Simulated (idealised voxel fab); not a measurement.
voxel local oxidation: a process module
Xsec cut, 255 nm wide, square cell size 5 nm.
If you're reading a cross-section in this doc, picture square cells in a grid; it comes to you as bands, top ones listed first down to the bottom, and a band can be one or more rows of cells.
Heights first: top, then bottom, in nm. Then materials, left to right, each with a width in nm. "full width" on a single material: fills the band edge to edge. "empty": empty space.
It should be noted that heights are counted from 0, beneath which the wafer as supplied is of one material throughout, and that the lowest band possesses no lower boundary but continues downward, as written in "z 0 and below".
So if you see something like "30->40" for the width, read it as the top row of the band sitting at the first number and the bottom row at the second, with every row in between moving by the same amount as the last.
Reading "stayed the same" for a step: not a cell of the cross-section changed in it.
The list in "Sealed void list" covers empty spaces of 8 cells or more that cannot reach the top through any open way, and it gives each as width x height at distance; the distance is from the left edge, and width, height and distance are in nm.
On a step's line, text after the settings is the simulator commenting on that step.
A step line may carry the setting "overlay nm", which, for steps involving a mask, states the distance by which the mask lay to the right of its intended position; negative values denote displacement to the left.

[Here's what the planned process steps look like]
1 RECEIVE, material Si
2 OXIDIZE, depth nm 5
3 CONFORMAL_DEP, material SiN, thk nm 10
4 PATTERN, tone cover, mask id ACTIVE, material resist, width nm 95, thk nm 20, overlay nm 0
5 DIRECTIONAL_ETCH, etch materials SiN, depth nm 10
6 STRIP, etch materials resist
7 SELECTIVE_ETCH, etch materials SiO2, depth nm 5
8 OXIDIZE, depth nm 10
9 STRIP, etch materials SiN
Variable across wafers: step 4 width nm (plan value is that of the first wafer; starting state common to all).

[Sectional view: first of several wafers, as received, after step 1]
> z 0 and below | Si full width
> Sealed void list: none

[Heads up, this table goes wafer by wafer. A row tells you, at the end of the module, how many cells of each material that wafer has put on (+) or dropped (-) since it was received, and then its closed voids]
width nm 95; -127 Si; +93 SiO2; Sealed void list: none
width nm 100; -125 Si; +92 SiO2; Sealed void list: none
width nm 105; -123 Si; +91 SiO2; Sealed void list: none
width nm 110; -121 Si; +90 SiO2; Sealed void list: none
width nm 115; -119 Si; +89 SiO2; Sealed void list: none
width nm 120; -117 Si; +88 SiO2; Sealed void list: none
